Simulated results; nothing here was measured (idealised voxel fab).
Title: Process Module voxel gate over fins
Section cut is 255 nm wide and gridded with 5 nm square cells.
Bands, listed from the top down, are how a cross-section gets written in this document; the cross-section itself is a grid of square cells, and a band is one or more rows of them. What a band's entry tells you: where the top is and where the bottom is, as heights in nm, and after that what lies inside, material by material from left to right, each with its width in nm. Empty space is written as the word "air", and a single material marked with the word "everywhere" occupies the band from edge to edge. All heights in this document are referenced to 0, defined as the level beneath which the wafer, as received, consists entirely of one material. The lowest band is not bounded below; it extends indefinitely downward and is written in the form "0 down". Width spec "30->40" -> top row of cells at first value, bottom row at second value, equal per-row change in between. Step marked "nothing got changed"? Then no cell in the cross-section changed in it. The list in "Completely sealed voids" covers empty spaces of 8 cells or more that cannot reach the top through any open way, and it gives each as width x height at distance; the distance is from the left edge, and width, height and distance are in nm. What comes after the settings on a step's line is commentary from the simulator itself on that step. overlay nm: right-of-plan distance of the mask on a masked step; negative values mean left-of-plan.

-- Process steps foreseen in the plan
1,RECEIVE (material Si)
2,CONFORMAL_DEP (material SiN; thk nm 5)
3,DIRECTIONAL_DEP (material aC; thk nm 15)
4,PATTERN (tone cover; mask id FINS; material resist; width nm 15; pitch nm 50; thk nm 30; overlay nm 0)
5,DIRECTIONAL_ETCH (etch materials aC; depth nm 15)
6,STRIP (etch materials resist)
7,DIRECTIONAL_ETCH (etch materials SiN; depth nm 5)
8,DIRECTIONAL_ETCH (etch materials Si; depth nm 40)
9,STRIP (etch materials aC)
10,OXIDIZE (depth nm 5)
11,FILL_DEP (material SiO2; thk nm 15)
12,CMP (height nm 5)
13,PATTERN (tone open; mask id RAIL; material resist; width nm 15; thk nm 15; overlay nm 0)
14,DIRECTIONAL_ETCH (etch materials SiO2; depth nm 40)
15,STRIP (etch materials resist)
16,CONFORMAL_DEP (material TiN; thk nm 5)
17,FILL_DEP (material Ru; thk nm 10)
18,CMP (height nm 5)
19,SELECTIVE_ETCH (etch materials W Ru TiN; depth nm 25)
20,FILL_DEP (material SiO2; thk nm 5)
21,CMP (height nm 5)
22,SELECTIVE_ETCH (etch materials SiO2; depth nm 15)
23,STRIP (etch materials SiN)
24,CONFORMAL_DEP (material HfO2; thk nm 5)
25,CONFORMAL_DEP (material TiN; thk nm 5)
26,CONFORMAL_DEP (material TiAl; thk nm 5)
27,CONFORMAL_DEP (material TiN; thk nm 5)
28,FILL_DEP (material W; thk nm 10)
29,CMP (height nm 25)
30,CONFORMAL_DEP (material SiN; thk nm 5)

-- So, the first of our two wafers, run just as we planned it

-- Cross-section of the incoming wafer, state after step 1
- 0 down | Si everywhere
- Completely sealed voids: none

-- after step 2
- 5 to 0 | SiN everywhere
- Everything below 0 is unchanged.

-- after step 3
- 20 to 5 | aC everywhere
- Everything below 5 is unchanged.

-- after step 4
- 50 to 20 | air 70 nm, then resist 15 nm, then air 35 nm, then resist 15 nm, then air 35 nm, then resist 15 nm, then air 70 nm
- Everything below 20 is unchanged.

-- after step 5
- 35 to 20 | air 70 nm, then resist 15 nm, then air 35 nm, then resist 15 nm, then air 35 nm, then resist 15 nm, then air 70 nm
- 20 to 5 | air 70 nm, then aC 15 nm, then air 35 nm, then aC 15 nm, then air 35 nm, then aC 15 nm, then air 70 nm
- Everything below 5 is unchanged.

-- after step 6
- 20 to 5 | air 70 nm, then aC 15 nm, then air 35 nm, then aC 15 nm, then air 35 nm, then aC 15 nm, then air 70 nm
- Everything below 5 is unchanged.

-- after step 7
- 20 to 5 | air 70 nm, then aC 15 nm, then air 35 nm, then aC 15 nm, then air 35 nm, then aC 15 nm, then air 70 nm
- 5 to 0 | air 70 nm, then SiN 15 nm, then air 35 nm, then SiN 15 nm, then air 35 nm, then SiN 15 nm, then air 70 nm
- Everything below 0 is unchanged.

-- after step 8
- 20 to 5 | air 70 nm, then aC 15 nm, then air 35 nm, then aC 15 nm, then air 35 nm, then aC 15 nm, then air 70 nm
- 5 to 0 | air 70 nm, then SiN 15 nm, then air 35 nm, then SiN 15 nm, then air 35 nm, then SiN 15 nm, then air 70 nm
- 0 to -40 | air 70 nm, then Si 15 nm, then air 35 nm, then Si 15 nm, then air 35 nm, then Si 15 nm, then air 70 nm
- Everything below -40 is unchanged.

-- after step 9
- 5 to 0 | air 70 nm, then SiN 15 nm, then air 35 nm, then SiN 15 nm, then air 35 nm, then SiN 15 nm, then air 70 nm
- Everything below 0 is unchanged.

-- after step 10
- 5 to 0 | air 70 nm, then SiN 15 nm, then air 35 nm, then SiN 15 nm, then air 35 nm, then SiN 15 nm, then air 70 nm
- 0 to -40 | air 70 nm, then SiO2 5 nm, then Si 5 nm, then SiO2 5 nm, then air 35 nm, then SiO2 5 nm, then Si 5 nm, then SiO2 5 nm, then air 35 nm, then SiO2 5 nm, then Si 5 nm, then SiO2 5 nm, then air 70 nm
- -40 to -45 | SiO2 75 nm, then Si 5 nm, then SiO2 45 nm, then Si 5 nm, then SiO2 45 nm, then Si 5 nm, then SiO2 75 nm
- Everything below -45 is unchanged.

-- after step 11
- 20 to 5 | SiO2 everywhere
- 5 to 0 | SiO2 70 nm, then SiN 15 nm, then SiO2 35 nm, then SiN 15 nm, then SiO2 35 nm, then SiN 15 nm, then SiO2 70 nm
- 0 to -45 | SiO2 75 nm, then Si 5 nm, then SiO2 45 nm, then Si 5 nm, then SiO2 45 nm, then Si 5 nm, then SiO2 75 nm
- Everything below -45 is unchanged.

-- after step 12
- 5 to 0 | SiO2 70 nm, then SiN 15 nm, then SiO2 35 nm, then SiN 15 nm, then SiO2 35 nm, then SiN 15 nm, then SiO2 70 nm
- Everything below 0 is unchanged.

-- after step 13
- 20 to 5 | resist 95 nm, then air 15 nm, then resist 145 nm
- Everything below 5 is unchanged.

-- after step 14
- 20 to 5 | resist 95 nm, then air 15 nm, then resist 145 nm
- 5 to 0 | SiO2 70 nm, then SiN 15 nm, then SiO2 10 nm, then air 15 nm, then SiO2 10 nm, then SiN 15 nm, then SiO2 35 nm, then SiN 15 nm, then SiO2 70 nm
- 0 to -35 | SiO2 75 nm, then Si 5 nm, then SiO2 15 nm, then air 15 nm, then SiO2 15 nm, then Si 5 nm, then SiO2 45 nm, then Si 5 nm, then SiO2 75 nm
- Everything below -35 is unchanged.

-- after step 15
- 5 to 0 | SiO2 70 nm, then SiN 15 nm, then SiO2 10 nm, then air 15 nm, then SiO2 10 nm, then SiN 15 nm, then SiO2 35 nm, then SiN 15 nm, then SiO2 70 nm
- Everything below 0 is unchanged.

-- after step 16
- 10 to 5 | TiN 100 nm, then air 5 nm, then TiN 150 nm
- 5 to 0 | SiO2 70 nm, then SiN 15 nm, then SiO2 10 nm, then TiN 5 nm, then air 5 nm, then TiN 5 nm, then SiO2 10 nm, then SiN 15 nm, then SiO2 35 nm, then SiN 15 nm, then SiO2 70 nm
- 0 to -30 | SiO2 75 nm, then Si 5 nm, then SiO2 15 nm, then TiN 5 nm, then air 5 nm, then TiN 5 nm, then SiO2 15 nm, then Si 5 nm, then SiO2 45 nm, then Si 5 nm, then SiO2 75 nm
- -30 to -35 | SiO2 75 nm, then Si 5 nm, then SiO2 15 nm, then TiN 15 nm, then SiO2 15 nm, then Si 5 nm, then SiO2 45 nm, then Si 5 nm, then SiO2 75 nm
- Everything below -35 is unchanged.

-- after step 17
- 20 to 10 | Ru everywhere
- 10 to 5 | TiN 100 nm, then Ru 5 nm, then TiN 150 nm
- 5 to 0 | SiO2 70 nm, then SiN 15 nm, then SiO2 10 nm, then TiN 5 nm, then Ru 5 nm, then TiN 5 nm, then SiO2 10 nm, then SiN 15 nm, then SiO2 35 nm, then SiN 15 nm, then SiO2 70 nm
- 0 to -30 | SiO2 75 nm, then Si 5 nm, then SiO2 15 nm, then TiN 5 nm, then Ru 5 nm, then TiN 5 nm, then SiO2 15 nm, then Si 5 nm, then SiO2 45 nm, then Si 5 nm, then SiO2 75 nm
- Everything below -30 is unchanged.

-- after step 18
- 5 to 0 | SiO2 70 nm, then SiN 15 nm, then SiO2 10 nm, then TiN 5 nm, then Ru 5 nm, then TiN 5 nm, then SiO2 10 nm, then SiN 15 nm, then SiO2 35 nm, then SiN 15 nm, then SiO2 70 nm
- Everything below 0 is unchanged.

-- after step 19
- 5 to 0 | SiO2 70 nm, then SiN 15 nm, then SiO2 10 nm, then air 15 nm, then SiO2 10 nm, then SiN 15 nm, then SiO2 35 nm, then SiN 15 nm, then SiO2 70 nm
- 0 to -20 | SiO2 75 nm, then Si 5 nm, then SiO2 15 nm, then air 15 nm, then SiO2 15 nm, then Si 5 nm, then SiO2 45 nm, then Si 5 nm, then SiO2 75 nm
- Everything below -20 is unchanged.

-- after step 20
- 10 to 5 | SiO2 everywhere
- 5 to 0 | SiO2 70 nm, then SiN 15 nm, then SiO2 35 nm, then SiN 15 nm, then SiO2 35 nm, then SiN 15 nm, then SiO2 70 nm
- 0 to -20 | SiO2 75 nm, then Si 5 nm, then SiO2 45 nm, then Si 5 nm, then SiO2 45 nm, then Si 5 nm, then SiO2 75 nm
- Everything below -20 is unchanged.

-- after step 21
- 5 to 0 | SiO2 70 nm, then SiN 15 nm, then SiO2 35 nm, then SiN 15 nm, then SiO2 35 nm, then SiN 15 nm, then SiO2 70 nm
- Everything below 0 is unchanged.

-- after step 22
- 5 to 0 | air 70 nm, then SiN 15 nm, then air 35 nm, then SiN 15 nm, then air 35 nm, then SiN 15 nm, then air 70 nm
- 0 to -10 | air 75 nm, then Si 5 nm, then air 45 nm, then Si 5 nm, then air 45 nm, then Si 5 nm, then air 75 nm
- Everything below -10 is unchanged.

-- after step 23
- 0 to -10 | air 75 nm, then Si 5 nm, then air 45 nm, then Si 5 nm, then air 45 nm, then Si 5 nm, then air 75 nm
- Everything below -10 is unchanged.

-- after step 24
- 5 to 0 | air 70 nm, then HfO2 15 nm, then air 35 nm, then HfO2 15 nm, then air 35 nm, then HfO2 15 nm, then air 70 nm
- 0 to -5 | air 70 nm, then HfO2 5 nm, then Si 5 nm, then HfO2 5 nm, then air 35 nm, then HfO2 5 nm, then Si 5 nm, then HfO2 5 nm, then air 35 nm, then HfO2 5 nm, then Si 5 nm, then HfO2 5 nm, then air 70 nm
- -5 to -10 | HfO2 75 nm, then Si 5 nm, then HfO2 45 nm, then Si 5 nm, then HfO2 45 nm, then Si 5 nm, then HfO2 75 nm
- Everything below -10 is unchanged.

-- after step 25
- 10 to 5 | air 65 nm, then TiN 25 nm, then air 25 nm, then TiN 25 nm, then air 25 nm, then TiN 25 nm, then air 65 nm
- 5 to 0 | air 65 nm, then TiN 5 nm, then HfO2 15 nm, then TiN 5 nm, then air 25 nm, then TiN 5 nm, then HfO2 15 nm, then TiN 5 nm, then air 25 nm, then TiN 5 nm, then HfO2 15 nm, then TiN 5 nm, then air 65 nm
- 0 to -5 | TiN 70 nm, then HfO2 5 nm, then Si 5 nm, then HfO2 5 nm, then TiN 35 nm, then HfO2 5 nm, then Si 5 nm, then HfO2 5 nm, then TiN 35 nm, then HfO2 5 nm, then Si 5 nm, then HfO2 5 nm, then TiN 70 nm
- Everything below -5 is unchanged.

-- after step 26
- 15 to 10 | air 60 nm, then TiAl 35 nm, then air 15 nm, then TiAl 35 nm, then air 15 nm, then TiAl 35 nm, then air 60 nm
- 10 to 5 | air 60 nm, then TiAl 5 nm, then TiN 25 nm, then TiAl 5 nm, then air 15 nm, then TiAl 5 nm, then TiN 25 nm, then TiAl 5 nm, then air 15 nm, then TiAl 5 nm, then TiN 25 nm, then TiAl 5 nm, then air 60 nm
- 5 to 0 | TiAl 65 nm, then TiN 5 nm, then HfO2 15 nm, then TiN 5 nm, then TiAl 25 nm, then TiN 5 nm, then HfO2 15 nm, then TiN 5 nm, then TiAl 25 nm, then TiN 5 nm, then HfO2 15 nm, then TiN 5 nm, then TiAl 65 nm
- Everything below 0 is unchanged.

-- after step 27
- 20 to 15 | air 55 nm, then TiN 45 nm, then air 5 nm, then TiN 45 nm, then air 5 nm, then TiN 45 nm, then air 55 nm
- 15 to 10 | air 55 nm, then TiN 5 nm, then TiAl 35 nm, then TiN 5 nm, then air 5 nm, then TiN 5 nm, then TiAl 35 nm, then TiN 5 nm, then air 5 nm, then TiN 5 nm, then TiAl 35 nm, then TiN 5 nm, then air 55 nm
- 10 to 5 | TiN 60 nm, then TiAl 5 nm, then TiN 25 nm, then TiAl 5 nm, then TiN 15 nm, then TiAl 5 nm, then TiN 25 nm, then TiAl 5 nm, then TiN 15 nm, then TiAl 5 nm, then TiN 25 nm, then TiAl 5 nm, then TiN 60 nm
- Everything below 5 is unchanged.

-- after step 28
- 30 to 20 | W everywhere
- 20 to 15 | W 55 nm, then TiN 45 nm, then W 5 nm, then TiN 45 nm, then W 5 nm, then TiN 45 nm, then W 55 nm
- 15 to 10 | W 55 nm, then TiN 5 nm, then TiAl 35 nm, then TiN 5 nm, then W 5 nm, then TiN 5 nm, then TiAl 35 nm, then TiN 5 nm, then W 5 nm, then TiN 5 nm, then TiAl 35 nm, then TiN 5 nm, then W 55 nm
- Everything below 10 is unchanged.

-- after step 29
- 25 to 20 | W everywhere
- Everything below 20 is unchanged.

-- after step 30
- 30 to 25 | SiN everywhere
- Everything below 25 is unchanged.

-- Now the other wafer: same start, same recipe, but we messed up one thing when running it. Up to and including step 17 it's the same as the first one

Second wafer, sectioned view, at step 18's planned end time: nothing got changed

-- Second wafer, sectioned view, at step 19's planned end time
- 5 to 0 | SiO2 70 nm, then SiN 15 nm, then SiO2 10 nm, then air 15 nm, then SiO2 10 nm, then SiN 15 nm, then SiO2 35 nm, then SiN 15 nm, then SiO2 70 nm
- 0 to -5 | SiO2 75 nm, then Si 5 nm, then SiO2 15 nm, then air 15 nm, then SiO2 15 nm, then Si 5 nm, then SiO2 45 nm, then Si 5 nm, then SiO2 75 nm
- Everything below -5 is unchanged.

-- Second wafer, sectioned view, at step 20's planned end time
- 10 to 5 | SiO2 everywhere
- 5 to 0 | SiO2 70 nm, then SiN 15 nm, then SiO2 35 nm, then SiN 15 nm, then SiO2 35 nm, then SiN 15 nm, then SiO2 70 nm
- 0 to -5 | SiO2 75 nm, then Si 5 nm, then SiO2 45 nm, then Si 5 nm, then SiO2 45 nm, then Si 5 nm, then SiO2 75 nm
- Everything below -5 is unchanged.

-- Second wafer, sectioned view, at step 21's planned end time
- 5 to 0 | SiO2 70 nm, then SiN 15 nm, then SiO2 35 nm, then SiN 15 nm, then SiO2 35 nm, then SiN 15 nm, then SiO2 70 nm
- Everything below 0 is unchanged.

-- Second wafer, sectioned view, at step 22's planned end time
- 5 to 0 | air 70 nm, then SiN 15 nm, then air 35 nm, then SiN 15 nm, then air 35 nm, then SiN 15 nm, then air 70 nm
- 0 to -5 | air 75 nm, then Si 5 nm, then air 45 nm, then Si 5 nm, then air 45 nm, then Si 5 nm, then air 75 nm
- -5 to -10 | air 75 nm, then Si 5 nm, then air 15 nm, then TiN 5 nm, then Ru 5 nm, then TiN 5 nm, then air 15 nm, then Si 5 nm, then air 45 nm, then Si 5 nm, then air 75 nm
- Everything below -10 is unchanged.

-- Second wafer, sectioned view, at step 23's planned end time
- 0 to -5 | air 75 nm, then Si 5 nm, then air 45 nm, then Si 5 nm, then air 45 nm, then Si 5 nm, then air 75 nm
- Everything below -5 is unchanged.

-- Second wafer, sectioned view, at step 24's planned end time
- 5 to 0 | air 70 nm, then HfO2 15 nm, then air 35 nm, then HfO2 15 nm, then air 35 nm, then HfO2 15 nm, then air 70 nm
- 0 to -5 | air 70 nm, then HfO2 5 nm, then Si 5 nm, then HfO2 5 nm, then air 5 nm, then HfO2 25 nm, then air 5 nm, then HfO2 5 nm, then Si 5 nm, then HfO2 5 nm, then air 35 nm, then HfO2 5 nm, then Si 5 nm, then HfO2 5 nm, then air 70 nm
- -5 to -10 | HfO2 75 nm, then Si 5 nm, then HfO2 15 nm, then TiN 5 nm, then Ru 5 nm, then TiN 5 nm, then HfO2 15 nm, then Si 5 nm, then HfO2 45 nm, then Si 5 nm, then HfO2 75 nm
- Everything below -10 is unchanged.

-- Second wafer, sectioned view, at step 25's planned end time
- 10 to 5 | air 65 nm, then TiN 25 nm, then air 25 nm, then TiN 25 nm, then air 25 nm, then TiN 25 nm, then air 65 nm
- 5 to 0 | air 65 nm, then TiN 5 nm, then HfO2 15 nm, then TiN 35 nm, then HfO2 15 nm, then TiN 5 nm, then air 25 nm, then TiN 5 nm, then HfO2 15 nm, then TiN 5 nm, then air 65 nm
- 0 to -5 | TiN 70 nm, then HfO2 5 nm, then Si 5 nm, then HfO2 5 nm, then TiN 5 nm, then HfO2 25 nm, then TiN 5 nm, then HfO2 5 nm, then Si 5 nm, then HfO2 5 nm, then TiN 35 nm, then HfO2 5 nm, then Si 5 nm, then HfO2 5 nm, then TiN 70 nm
- Everything below -5 is unchanged.

-- Second wafer, sectioned view, at step 26's planned end time
- 15 to 10 | air 60 nm, then TiAl 35 nm, then air 15 nm, then TiAl 35 nm, then air 15 nm, then TiAl 35 nm, then air 60 nm
- 10 to 5 | air 60 nm, then TiAl 5 nm, then TiN 25 nm, then TiAl 25 nm, then TiN 25 nm, then TiAl 5 nm, then air 15 nm, then TiAl 5 nm, then TiN 25 nm, then TiAl 5 nm, then air 60 nm
- 5 to 0 | TiAl 65 nm, then TiN 5 nm, then HfO2 15 nm, then TiN 35 nm, then HfO2 15 nm, then TiN 5 nm, then TiAl 25 nm, then TiN 5 nm, then HfO2 15 nm, then TiN 5 nm, then TiAl 65 nm
- Everything below 0 is unchanged.

-- Second wafer, sectioned view, at step 27's planned end time
- 20 to 15 | air 55 nm, then TiN 45 nm, then air 5 nm, then TiN 45 nm, then air 5 nm, then TiN 45 nm, then air 55 nm
- 15 to 10 | air 55 nm, then TiN 5 nm, then TiAl 35 nm, then TiN 15 nm, then TiAl 35 nm, then TiN 5 nm, then air 5 nm, then TiN 5 nm, then TiAl 35 nm, then TiN 5 nm, then air 55 nm
- 10 to 5 | TiN 60 nm, then TiAl 5 nm, then TiN 25 nm, then TiAl 25 nm, then TiN 25 nm, then TiAl 5 nm, then TiN 15 nm, then TiAl 5 nm, then TiN 25 nm, then TiAl 5 nm, then TiN 60 nm
- Everything below 5 is unchanged.

-- Second wafer, sectioned view, at step 28's planned end time
- 30 to 20 | W everywhere
- 20 to 15 | W 55 nm, then TiN 45 nm, then W 5 nm, then TiN 45 nm, then W 5 nm, then TiN 45 nm, then W 55 nm
- 15 to 10 | W 55 nm, then TiN 5 nm, then TiAl 35 nm, then TiN 15 nm, then TiAl 35 nm, then TiN 5 nm, then W 5 nm, then TiN 5 nm, then TiAl 35 nm, then TiN 5 nm, then W 55 nm
- Everything below 10 is unchanged.

-- Second wafer, sectioned view, at step 29's planned end time
- 25 to 20 | W everywhere
- Everything below 20 is unchanged.

-- Second wafer, sectioned view, at step 30's planned end time
- 30 to 25 | SiN everywhere
- Everything below 25 is unchanged.
Processing error: skipped: plan step 18 (never run)
End check, counted in cells, second wafer has more or fewer of these materials than the first: HfO2 +2 | Ru +3 | SiO2 -6 | TiAl -2 | TiN +4 | W -1
